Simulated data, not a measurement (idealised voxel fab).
process module | voxel capacitor over wiring
cross-section cut | 300 nm wide | cells 5 nm
A cross-section is a grid of square cells, given in bands from the top down. A band is one or more rows of cells.
Each band's line starts with the height of the band's top and of its bottom, in nm. Then come its materials from left to right, each with its width in nm. One material with "throughout" fills the band from edge to edge. "air" is empty space.
Height 0 is the level under which the wafer as received is all one material. The lowest band goes on downwards, as in "0 down".
A width such as "30 to 40" changes by the same amount from each row of cells to the next, from the band's top row to its bottom row.
"no change" after a step means that no cell of the cross-section changed.
closed voids: empty space of 8 cells or more with no open way to the top, each as width x height at its distance from the left edge, in nm
after a step's settings: what the simulator itself notes on the step
overlay nm, on a step with a mask: how far to the right of its planned place the mask lay; to the left if negative
plan
1 op RECEIVE | material Si
2 op CONFORMAL_DEP | material SiO2 | thk nm 15
3 op DIRECTIONAL_DEP | material TiN | thk nm 5
4 op DIRECTIONAL_DEP | material W | thk nm 20
5 op MASKED_ETCH | tone cover | mask id METAL_1 | width nm 20 | pitch nm 85 | etch materials W | depth nm 20 | overlay nm 0
6 op MASKED_ETCH | tone cover | mask id METAL_1 | width nm 20 | pitch nm 85 | etch materials TiN | depth nm 5 | overlay nm 0
7 op CONFORMAL_DEP | material SiCN | thk nm 5
8 op FILL_DEP | material lowk | thk nm 5
9 op CMP | height nm 40
10 op CONFORMAL_DEP | material SiCN | thk nm 5
11 op DIRECTIONAL_DEP | material SiO2 | thk nm 20
12 op PATTERN | tone open | mask id PLUG_1 | material resist | width nm 15 | thk nm 20 | overlay nm 0
13 op DIRECTIONAL_ETCH | etch materials SiO2 | depth nm 20
14 op DIRECTIONAL_ETCH | etch materials SiCN | depth nm 5
15 op STRIP | etch materials resist
16 op CONFORMAL_DEP | material TiN | thk nm 5
17 op FILL_DEP | material Cu | thk nm 10
18 op CMP | height nm 65
19 op DIRECTIONAL_DEP | material TiN | thk nm 10
20 op DIRECTIONAL_DEP | material HfO2 | thk nm 5
21 op DIRECTIONAL_DEP | material TiN | thk nm 10
22 op DIRECTIONAL_DEP | material aC | thk nm 15
23 op PATTERN | tone cover | mask id UPPER_PLATE | material resist | width nm 70 | thk nm 30 | overlay nm 0
24 op DIRECTIONAL_ETCH | etch materials aC | depth nm 15
25 op STRIP | etch materials resist
26 op DIRECTIONAL_ETCH | etch materials TiN | depth nm 10
27 op DIRECTIONAL_ETCH | etch materials HfO2 | depth nm 5
28 op STRIP | etch materials aC
29 op MASKED_ETCH | tone cover | mask id LOWER_PLATE | width nm 80 | etch materials TiN | depth nm 10 | overlay nm 0
30 op FILL_DEP | material SiO2 | thk nm 15
31 op CMP | height nm 100
32 op PATTERN | tone open | mask id PLUG_2 | material resist | width nm 15 | thk nm 20 | overlay nm 0
33 op DIRECTIONAL_ETCH | etch materials SiO2 | depth nm 10
34 op STRIP | etch materials resist
35 op CONFORMAL_DEP | material TiN | thk nm 5
36 op FILL_DEP | material W | thk nm 5
37 op CMP | height nm 100
38 op CONFORMAL_DEP | material SiCN | thk nm 5
as received, after step 1
  0 down: Si throughout
  closed voids: none
a wafer at the end: this start, this plan, one mistake
  105 to 100: SiCN throughout
  100 to 95: SiO2 110 | TiN 5 | W 5 | TiN 5 | SiO2 175
  95 to 90: SiO2 110 | TiN 15 | SiO2 175
  90 to 80: SiO2 100 | TiN 70 | SiO2 130
  80 to 75: SiO2 100 | HfO2 70 | SiO2 130
  75 to 65: SiO2 95 | TiN 80 | SiO2 125
  65 to 45: SiO2 100 | TiN 5 | Cu 5 | TiN 5 | SiO2 185
  45 to 40: SiCN 100 | TiN 15 | SiCN 185
  40 to 35: lowk 90 | SiCN 5 | W 20 | SiCN 5 | lowk 55 | SiCN 5 | W 20 | SiCN 5 | lowk 95
  35 to 30: SiCN 95 | TiN 20 | SiCN 65 | TiN 20 | SiCN 100
  30 to 0: SiO2 throughout
  0 down: Si throughout
  closed voids: none
what went wrong: step 2 was run twice
